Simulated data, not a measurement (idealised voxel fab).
process module | voxel self aligned vias
cross-section cut | 235 nm wide | cells 5 nm
A cross-section is a grid of square cells, given in bands from the top down. A band is one or more rows of cells.
Each band's line starts with the height of the band's top and of its bottom, in nm. Then come its materials from left to right, each with its width in nm. One material with "throughout" fills the band from edge to edge. "air" is empty space.
Height 0 is the level under which the wafer as received is all one material. The lowest band goes on downwards, as in "0 down".
A width such as "30 to 40" changes by the same amount from each row of cells to the next, from the band's top row to its bottom row.
"no change" after a step means that no cell of the cross-section changed.
closed voids: empty space of 8 cells or more with no open way to the top, each as width x height at its distance from the left edge, in nm
after a step's settings: what the simulator itself notes on the step
overlay nm, on a step with a mask: how far to the right of its planned place the mask lay; to the left if negative
plan
1 op RECEIVE | material Si
2 op CONFORMAL_DEP | material SiO2 | thk nm 10
3 op CONFORMAL_DEP | material SiCN | thk nm 5
4 op DIRECTIONAL_DEP | material lowk | thk nm 30
5 op PATTERN | tone open | mask id LINES | material resist | width nm 25 | pitch nm 65 | thk nm 15 | overlay nm 0
6 op DIRECTIONAL_ETCH | etch materials lowk | depth nm 30
7 op STRIP | etch materials resist
8 op CONFORMAL_DEP | material TiN | thk nm 5
9 op FILL_DEP | material Ru | thk nm 5
10 op CMP | height nm 45
11 op SELECTIVE_ETCH | etch materials W Ru TiN | depth nm 5
12 op FILL_DEP | material SiN | thk nm 5
13 op CMP | height nm 45
14 op DIRECTIONAL_DEP | material lowk | thk nm 20
15 op MASKED_ETCH | tone open | mask id VIAS | width nm 35 | pitch nm 65 | etch materials lowk | depth nm 20 | overlay nm 0
16 op MASKED_ETCH | tone open | mask id VIAS | width nm 35 | pitch nm 65 | etch materials SiN | depth nm 5 | overlay nm 0
17 op CONFORMAL_DEP | material TiN | thk nm 5
18 op FILL_DEP | material W | thk nm 10
19 op CMP | height nm 65
20 op CONFORMAL_DEP | material SiN | thk nm 5
as received, after step 1
  0 down: Si throughout
  closed voids: none
first wafer at the end, as planned
  70 to 65: SiN throughout
  65 to 50: lowk 35 | TiN 5 | W 25 | TiN 5 | lowk 30 | TiN 5 | W 25 | TiN 5 | lowk 30 | TiN 5 | W 25 | TiN 5 | lowk 35
  50 to 45: lowk 35 | TiN 10 | W 15 | TiN 10 | lowk 30 | TiN 10 | W 15 | TiN 10 | lowk 30 | TiN 10 | W 15 | TiN 10 | lowk 35
  45 to 40: lowk 40 | TiN 25 | lowk 40 | TiN 25 | lowk 40 | TiN 25 | lowk 40
  40 to 20: lowk 40 | TiN 5 | Ru 15 | TiN 5 | lowk 40 | TiN 5 | Ru 15 | TiN 5 | lowk 40 | TiN 5 | Ru 15 | TiN 5 | lowk 40
  20 to 15: lowk 40 | TiN 25 | lowk 40 | TiN 25 | lowk 40 | TiN 25 | lowk 40
  15 to 10: SiCN throughout
  10 to 0: SiO2 throughout
  0 down: Si throughout
  closed voids: none
second wafer at the end: like start, like plan, one mistake
  70 to 65: SiN throughout
  65 to 50: lowk 35 | TiN 5 | W 25 | TiN 5 | lowk 30 | TiN 5 | W 25 | TiN 5 | lowk 30 | TiN 5 | W 25 | TiN 5 | lowk 35
  50 to 45: lowk 35 | TiN 10 | W 15 | TiN 10 | lowk 30 | TiN 10 | W 15 | TiN 10 | lowk 30 | TiN 10 | W 15 | TiN 10 | lowk 35
  45 to 40: lowk 40 | TiN 25 | lowk 40 | TiN 25 | lowk 40 | TiN 25 | lowk 40
  40 to 20: lowk 40 | TiN 5 | Ru 15 | TiN 5 | lowk 40 | TiN 5 | Ru 15 | TiN 5 | lowk 40 | TiN 5 | Ru 15 | TiN 5 | lowk 40
  20 to 15: lowk 40 | TiN 25 | lowk 40 | TiN 25 | lowk 40 | TiN 25 | lowk 40
  15 to 5: SiO2 throughout
  5 to 0: SiCN throughout
  0 down: Si throughout
  closed voids: none
what went wrong: steps 2 and 3 were swapped
at the end the second wafer has, in cells: as many of each material as the first, in other places
